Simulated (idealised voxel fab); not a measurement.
Module name: voxel transistor to metal (process module)
Cross-sectional view cut (width: 190 nm; square cell size: 5 nm).
In what follows, cross-sections appear as grids of square cells, described through bands that run from the top down, where every band is one or more rows of cells.
Each band's line starts with the height of the band's top and of its bottom, in nm. Then come its materials from left to right, each with its width in nm. One material with "throughout" fills the band from edge to edge. "blank" is empty space.
It should be noted that heights are counted from 0, beneath which the wafer as supplied is of one material throughout, and that the lowest band possesses no lower boundary but continues downward, as written in "0 down".
Width spec "30->40" -> top row of cells at first value, bottom row at second value, equal per-row change in between.
You'll sometimes find "nothing different" written for a step, and that's the way of saying that nowhere in the cross-section did a cell change during that step.
So "Closed cavity list" is basically the list of trapped voids: any empty space of 8 cells or more that can't reach the top through an opening. They're written width x height at distance, the distance being from the left edge, and it's all nm.
Where a step's line continues beyond its settings, the continuation is a remark by the simulator itself on that step.
Regarding "overlay nm": on a step with a mask, it is the distance the mask lay to the right of its planned place; a negative value places it to the left.
These are the steps we planned for the process
step 1: RECEIVE, material Si
step 2: OXIDIZE, depth nm 5
step 3: CONFORMAL_DEP, material SiN, thk nm 10
step 4: MASKED_ETCH, tone cover, mask id ACTIVE, width nm 100, etch materials SiN, depth nm 10, overlay nm 0
step 5: MASKED_ETCH, tone cover, mask id ACTIVE, width nm 100, etch materials SiO2, depth nm 5, overlay nm 0
step 6: MASKED_ETCH, tone cover, mask id ACTIVE, width nm 100, etch materials Si, depth nm 35, overlay nm -15
step 7: OXIDIZE, depth nm 5
step 8: FILL_DEP, material SiO2, thk nm 15
step 9: CMP, height nm 10
step 10: SELECTIVE_ETCH, etch materials SiO2, depth nm 5
step 11: STRIP, etch materials SiN
step 12: SELECTIVE_ETCH, etch materials SiO2, depth nm 5
step 13: OXIDIZE, depth nm 5
step 14: DIRECTIONAL_DEP, material polySi, thk nm 20
step 15: DIRECTIONAL_DEP, material SiCN, thk nm 10
step 16: PATTERN, tone cover, mask id GATE, material resist, width nm 20, thk nm 20, overlay nm 0
step 17: DIRECTIONAL_ETCH, etch materials SiCN, depth nm 20
step 18: DIRECTIONAL_ETCH, etch materials polySi, depth nm 30
step 19: STRIP, etch materials resist
step 20: CONFORMAL_DEP, material SiO2, thk nm 5
step 21: DIRECTIONAL_ETCH, etch materials SiO2, depth nm 5
step 22: CONFORMAL_DEP, material SiN, thk nm 10
step 23: DIRECTIONAL_ETCH, etch materials SiN, depth nm 10
step 24: DIRECTIONAL_ETCH, etch materials SiO2, depth nm 5
step 25: DIRECTIONAL_ETCH, etch materials Si, depth nm 10
step 26: EPI, material nSi, thk nm 15
step 27: FILL_DEP, material SiO2, thk nm 10
step 28: CMP, height nm 25
step 29: DIRECTIONAL_DEP, material SiO2, thk nm 15
step 30: PATTERN, tone open, mask id CONTACT, material resist, width nm 15, pitch nm 75, thk nm 20, overlay nm 0
step 31: DIRECTIONAL_ETCH, etch materials SiO2, depth nm 35
step 32: STRIP, etch materials resist
step 33: CONFORMAL_DEP, material TiN, thk nm 5
step 34: FILL_DEP, material Ru, thk nm 10
step 35: CMP, height nm 40
step 36: CONFORMAL_DEP, material SiCN, thk nm 5
step 37: DIRECTIONAL_DEP, material lowk, thk nm 15
step 38: PATTERN, tone open, mask id METAL_1, material resist, width nm 15, pitch nm 75, thk nm 20, overlay nm 0
step 39: DIRECTIONAL_ETCH, etch materials lowk, depth nm 15
step 40: DIRECTIONAL_ETCH, etch materials SiCN, depth nm 5
step 41: STRIP, etch materials resist
step 42: CONFORMAL_DEP, material TiN, thk nm 5
step 43: FILL_DEP, material Ru, thk nm 5
step 44: CMP, height nm 60
step 45: CONFORMAL_DEP, material SiN, thk nm 5
Variable across wafers: step 6 overlay nm (plan value is that of the first wafer; starting state common to all).
Cross-section of the first of several wafers as received (after step 1)
    0 down: Si throughout
    Closed cavity list: none
Cross-section of the first of several wafers, taken after step 45, where the module ends
    65 to 60: SiN throughout
    60 to 45: lowk 50 nm  TiN 5 nm  Ru 5 nm  TiN 5 nm  lowk 60 nm  TiN 5 nm  Ru 5 nm  TiN 5 nm  lowk 50 nm
    45 to 40: SiCN 50 nm  TiN 15 nm  SiCN 60 nm  TiN 15 nm  SiCN 50 nm
    40 to 25: SiO2 50 nm  TiN 5 nm  Ru 5 nm  TiN 5 nm  SiO2 60 nm  TiN 5 nm  Ru 5 nm  TiN 5 nm  SiO2 50 nm
    25 to 15: SiO2 50 nm  TiN 5 nm  Ru 5 nm  TiN 5 nm  SiO2 5 nm  SiN 10 nm  SiO2 5 nm  SiCN 20 nm  SiO2 5 nm  SiN 10 nm  SiO2 5 nm  TiN 5 nm  Ru 5 nm  TiN 5 nm  SiO2 50 nm
    15 to 10: SiO2 50 nm  TiN 5 nm  Ru 5 nm  TiN 5 nm  SiO2 5 nm  SiN 10 nm  SiO2 5 nm  polySi 20 nm  SiO2 5 nm  SiN 10 nm  SiO2 5 nm  TiN 5 nm  Ru 5 nm  TiN 5 nm  SiO2 50 nm
    10 to 5: SiO2 50 nm  TiN 15 nm  SiO2 5 nm  SiN 10 nm  SiO2 5 nm  polySi 20 nm  SiO2 5 nm  SiN 10 nm  SiO2 5 nm  TiN 15 nm  SiO2 50 nm
    5 to 0: SiO2 50 nm  nSi 20 nm  SiN 10 nm  SiO2 5 nm  polySi 20 nm  SiO2 5 nm  SiN 10 nm  nSi 20 nm  SiO2 50 nm
    0 to -5: SiO2 45 nm  SiN 10 nm  nSi 15 nm  SiN 10 nm  SiO2 5 nm  polySi 20 nm  SiO2 5 nm  SiN 10 nm  nSi 15 nm  SiN 10 nm  SiO2 45 nm
    -5 to -10: SiO2 55 nm  nSi 15 nm  SiO2 50 nm  nSi 15 nm  SiO2 55 nm
    -10 to -20: SiO2 35 nm  Si 20 nm  nSi 15 nm  Si 50 nm  nSi 15 nm  Si 5 nm  SiO2 50 nm
    -20 to -45: SiO2 35 nm  Si 105 nm  SiO2 50 nm
    -45 down: Si throughout
    Closed cavity list: none
End of module: cross-section, last of several wafers
    65 to 60: SiN throughout
    60 to 45: lowk 50 nm  TiN 5 nm  Ru 5 nm  TiN 5 nm  lowk 60 nm  TiN 5 nm  Ru 5 nm  TiN 5 nm  lowk 50 nm
    45 to 40: SiCN 50 nm  TiN 15 nm  SiCN 60 nm  TiN 15 nm  SiCN 50 nm
    40 to 25: SiO2 50 nm  TiN 5 nm  Ru 5 nm  TiN 5 nm  SiO2 60 nm  TiN 5 nm  Ru 5 nm  TiN 5 nm  SiO2 50 nm
    25 to 15: SiO2 50 nm  TiN 5 nm  Ru 5 nm  TiN 5 nm  SiO2 5 nm  SiN 10 nm  SiO2 5 nm  SiCN 20 nm  SiO2 5 nm  SiN 10 nm  SiO2 5 nm  TiN 5 nm  Ru 5 nm  TiN 5 nm  SiO2 50 nm
    15 to 10: SiO2 50 nm  TiN 5 nm  Ru 5 nm  TiN 5 nm  SiO2 5 nm  SiN 10 nm  SiO2 5 nm  polySi 20 nm  SiO2 5 nm  SiN 10 nm  SiO2 5 nm  TiN 5 nm  Ru 5 nm  TiN 5 nm  SiO2 50 nm
    10 to 5: SiO2 50 nm  TiN 15 nm  SiO2 5 nm  SiN 10 nm  SiO2 5 nm  polySi 20 nm  SiO2 5 nm  SiN 10 nm  SiO2 5 nm  TiN 15 nm  SiO2 50 nm
    5 to 0: SiO2 50 nm  nSi 20 nm  SiN 10 nm  SiO2 5 nm  polySi 20 nm  SiO2 5 nm  SiN 10 nm  nSi 20 nm  SiO2 50 nm
    0 to -5: SiO2 45 nm  SiN 10 nm  nSi 15 nm  SiN 10 nm  SiO2 5 nm  polySi 20 nm  SiO2 5 nm  SiN 10 nm  nSi 15 nm  SiN 10 nm  SiO2 45 nm
    -5 to -10: SiO2 55 nm  nSi 15 nm  SiO2 50 nm  nSi 15 nm  SiO2 55 nm
    -10 to -20: SiO2 50 nm  Si 5 nm  nSi 15 nm  Si 50 nm  nSi 15 nm  Si 20 nm  SiO2 35 nm
    -20 to -45: SiO2 50 nm  Si 105 nm  SiO2 35 nm
    -45 down: Si throughout
    Closed cavity list: none
Tabulated below, wafer by wafer, are the end-of-module results: for each material, the number of cells gained (+) or lost (-) relative to the as-received state, followed by the closed voids
overlay nm -15 | +18 Ru | -207 Si | +40 SiCN | +66 SiN | +385 SiO2 | +48 TiN | +96 lowk | +32 nSi | +16 polySi | Closed cavity list: none
overlay nm -10 | +18 Ru | -214 Si | +40 SiCN | +66 SiN | +392 SiO2 | +48 TiN | +96 lowk | +32 nSi | +16 polySi | Closed cavity list: none
overlay nm -5 | +18 Ru | -221 Si | +40 SiCN | +66 SiN | +399 SiO2 | +48 TiN | +96 lowk | +32 nSi | +16 polySi | Closed cavity list: none
overlay nm 0 | +18 Ru | -228 Si | +40 SiCN | +66 SiN | +406 SiO2 | +48 TiN | +96 lowk | +32 nSi | +16 polySi | Closed cavity list: none
overlay nm 5 | +18 Ru | -221 Si | +40 SiCN | +66 SiN | +399 SiO2 | +48 TiN | +96 lowk | +32 nSi | +16 polySi | Closed cavity list: none
overlay nm 10 | +18 Ru | -214 Si | +40 SiCN | +66 SiN | +392 SiO2 | +48 TiN | +96 lowk | +32 nSi | +16 polySi | Closed cavity list: none
overlay nm 15 | +18 Ru | -207 Si | +40 SiCN | +66 SiN | +385 SiO2 | +48 TiN | +96 lowk | +32 nSi | +16 polySi | Closed cavity list: none
